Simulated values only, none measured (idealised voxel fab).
Process module in this document: voxel local oxidation
Xsec cut, 175 nm wide, square cell size 5 nm.
A cross-section is written here as square cells arranged in a grid, and it is given in bands from the top down, each band taking up one or more rows of cells. The entry gives the band's vertical extent as a top height and a bottom height in nm, then its horizontal make-up as materials from left to right, each with a width in nm. "air" stands for empty space; a single material marked "all across" fills the band edge to edge. Note: height 0 marks the level under which the wafer is uniformly one material as received. Lowest band unbounded below, written "0 nm and below". Width "30 to 40": first value at the band's top row of cells, second value at its bottom row, equal change from row to row. "everything unchanged", as given for a step, is the statement that not any cell of the cross-section underwent a change during that step. If an empty space has no open way to the top and is at least 8 cells in size, "Voids, sealed" lists it, written width x height at distance, where distance is measured from the left edge and every value is in nm. Formally, on a step line, whatever follows the settings is a remark that the simulator itself makes on the step. The line of a step may include "overlay nm". On a step with a mask, this value is how far to the right of its planned place the mask lay. A negative value means the mask lay to the left.

SO HERE'S THE LINEUP OF PROCESS STEPS WE PLANNED
step 1: RECEIVE: material Si
step 2: OXIDIZE: depth nm 5
step 3: CONFORMAL_DEP: material SiN, thk nm 10
step 4: PATTERN: tone cover, mask id ACTIVE, material resist, width nm 130, thk nm 15, overlay nm 0
step 5: DIRECTIONAL_ETCH: etch materials SiN, depth nm 10
step 6: STRIP: etch materials resist
step 7: SELECTIVE_ETCH: etch materials SiO2, depth nm 5
step 8: OXIDIZE: depth nm 10
step 9: STRIP: etch materials SiN

CROSS-SECTION: WAFER ON ARRIVAL = AFTER STEP 1
* 0 nm and below = Si all across
* Voids, sealed: none

LOOKING AT THE FIRST OF TWO WAFERS IN CROSS-SECTION AT END OF MODULE - RAN TO PLAN
* 0 nm to -5 nm = air=25 / SiO2=120 / air=30
* -5 nm to -15 nm = SiO2=35 / Si=100 / SiO2=40
* -15 nm and below = Si all across
* Voids, sealed: none

PRESENTED HERE IS A CROSS-SECTION OF THE SECOND OF THE TWO WAFERS AS IT STOOD AT THE END OF THE MODULE. IT WAS STARTED IN THE SAME MANNER AND ASSIGNED THE SAME PLAN AS THE FIRST WAFER; HOWEVER, ONE MISTAKE WAS MADE IN ITS EXECUTION
* 0 nm to -5 nm = air=20 / SiO2=120 / air=35
* -5 nm to -15 nm = SiO2=30 / Si=100 / SiO2=45
* -15 nm and below = Si all across
* Voids, sealed: none
What broke from the plan during processing? in deviation from the planned setting, step 4 was conducted as PATTERN: tone cover, mask id ACTIVE, material resist, width nm 130, thk nm 15, overlay nm -5
At the end, each material covers as many cells on the second wafer as it does on the first, though the cells it covers are elsewhere.
